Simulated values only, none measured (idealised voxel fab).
Herein follows the process module entitled voxel ribs on slabs.
The cross-section shown here is cut; it is 190 nm wide and divided into square cells measuring 5 nm on a side.
If you're reading a cross-section in this doc, picture square cells in a grid; it comes to you as bands, top ones listed first down to the bottom, and a band can be one or more rows of cells. Top height, bottom height, nm. Materials left to right, width each, nm. Single material + "all across" = fills band edge to edge. "air" = empty. Heads up on the height convention: 0 is the point under which the incoming wafer is all one material, and the lowest band has no bottom, it just keeps going down, like "from 0 down". A two-number width, for instance "30 to 40", indicates that the width is equal to the first number in the top row of the band and to the second number in the bottom row, and that it changes by a constant amount per row of cells. Key: "remained the same" - step with no changed cell in the cross-section. Entry "Closed empty spaces". Content: empty spaces with no open connection to the top, size 8 cells or greater. Each: width x height at distance. Distance: from left edge. Unit: nm. Formally, on a step line, whatever follows the settings is a remark that the simulator itself makes on the step. For masked steps, "overlay nm" on the step line gives how far right of plan the mask actually lay; a minus sign means it lay to the left.
The planned process steps are enumerated hereunder
1 RECEIVE,material Si
2 DIRECTIONAL_DEP,material SiO2,thk nm 20
3 DIRECTIONAL_DEP,material SiN,thk nm 25
4 PATTERN,tone cover,mask id RIB,material resist,width nm 20,thk nm 15,overlay nm 0
5 DIRECTIONAL_ETCH,etch materials SiN,depth nm 10
6 STRIP,etch materials resist
7 PATTERN,tone cover,mask id SLAB,material resist,width nm 70,thk nm 20,overlay nm 0
8 DIRECTIONAL_ETCH,etch materials SiN,depth nm 15
9 STRIP,etch materials resist
10 FILL_DEP,material SiO2,thk nm 25
11 CMP,height nm 60
12 DIRECTIONAL_DEP,material TiN,thk nm 5
13 DIRECTIONAL_DEP,material aC,thk nm 15
14 PATTERN,tone cover,mask id HEATER,material resist,width nm 30,thk nm 30,overlay nm 0
15 DIRECTIONAL_ETCH,etch materials aC,depth nm 15
16 STRIP,etch materials resist
17 DIRECTIONAL_ETCH,etch materials TiN,depth nm 5
18 STRIP,etch materials aC
19 CONFORMAL_DEP,material SiO2,thk nm 10
As-received wafer cross-section (after step 1)
	from 0 down  Si all across
	Closed empty spaces: none
Wafer cross-section at module end: first of two, run to plan
	from 75 to 70  air (70), then SiO2 (50), then air (70)
	from 70 to 65  SiO2 all across
	from 65 to 60  SiO2 (80), then TiN (30), then SiO2 (80)
	from 60 to 45  SiO2 all across
	from 45 to 35  SiO2 (85), then SiN (20), then SiO2 (85)
	from 35 to 20  SiO2 (60), then SiN (70), then SiO2 (60)
	from 20 to 0  SiO2 all across
	from 0 down  Si all across
	Closed empty spaces: none
Wafer two, end of module, cross-section. Same start, same plan as wafer one. One mistake in the run
	from 75 to 70  air (70), then SiO2 (50), then air (70)
	from 70 to 65  SiO2 all across
	from 65 to 60  SiO2 (80), then TiN (30), then SiO2 (80)
	from 60 to 25  SiO2 all across
	from 25 to 0  SiN all across
	from 0 down  Si all across
	Closed empty spaces: none
So what did we get wrong on this run? plan steps 2 and 3 run swapped
Final tally in cells, some materials are higher or lower on the second wafer than on the first: 140 more of SiN | 140 fewer of SiO2
